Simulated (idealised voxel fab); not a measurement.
The name of this process module is voxel ribs on slabs.
Each square cell in cross-section cut measures 5 nm, and the section as a whole is 290 nm wide.
For the purposes of this document, a cross-section shall be understood as a grid of square cells, specified as bands listed in top-to-bottom order, each band consisting of one or more rows of cells.
Band: top height; bottom height; in nm. Then, left to right: material with width in nm, for each material. "everywhere": a single material spanning edge to edge. "empty": empty space.
For the purposes of this specification, 0 denotes the height below which the wafer in its as-received condition is composed wholly of one material, and the lowermost band, lacking a lower limit, extends downward without end, as expressed in "top 0, no bottom".
Width: "30 to 40" (first number = top row, second number = bottom row, same change from row to row of cells).
What does "no change" mean for a step? It means no cell of the cross-section changed in that step.
If an empty space has no open way to the top and is at least 8 cells in size, "Sealed cavities" lists it, written width x height at distance, where distance is measured from the left edge and every value is in nm.
Whatever follows a step's settings on its line is a remark the simulator itself makes about that step.
Steps that use a mask can have "overlay nm" on their line. It says how far the mask sat to the right of where it was meant to be. Negative means to the left.
Listed below are the process steps as planned:
| 1 | RECEIVE, material Si |
| 2 | DIRECTIONAL_DEP, material SiO2, thk nm 25 |
| 3 | DIRECTIONAL_DEP, material polySi, thk nm 25 |
| 4 | PATTERN, tone cover, mask id RIB, material resist, width nm 30, thk nm 20, overlay nm 0 |
| 5 | DIRECTIONAL_ETCH, etch materials polySi, depth nm 10 |
| 6 | STRIP, etch materials resist |
| 7 | MASKED_ETCH, tone cover, mask id SLAB, width nm 90, etch materials polySi, depth nm 15, overlay nm 0 |
| 8 | FILL_DEP, material SiO2, thk nm 25 |
| 9 | CMP, height nm 70 |
| 10 | DIRECTIONAL_DEP, material TiN, thk nm 5 |
| 11 | MASKED_ETCH, tone cover, mask id HEATER, width nm 40, etch materials TiN, depth nm 5, overlay nm 0 |
| 12 | CONFORMAL_DEP, material SiO2, thk nm 5 |
As-received wafer cross-section (after step 1):
> top 0, no bottom  Si everywhere
> Sealed cavities: none
Wafer cross-section at end of module: start and plan as shown above, one execution error:
> top 80, bottom 75  empty 120 nm / SiO2 50 nm / empty 120 nm
> top 75, bottom 70  SiO2 125 nm / TiN 40 nm / SiO2 125 nm
> top 70, bottom 50  SiO2 everywhere
> top 50, bottom 40  SiO2 120 nm / polySi 30 nm / SiO2 140 nm
> top 40, bottom 25  SiO2 100 nm / polySi 90 nm / SiO2 100 nm
> top 25, bottom 0  SiO2 everywhere
> top 0, no bottom  Si everywhere
> Sealed cavities: none
Deviation from plan: for step 4, the planned setting was not used; the step was instead run as PATTERN, tone cover, mask id RIB, material resist, width nm 30, thk nm 20, overlay nm -10
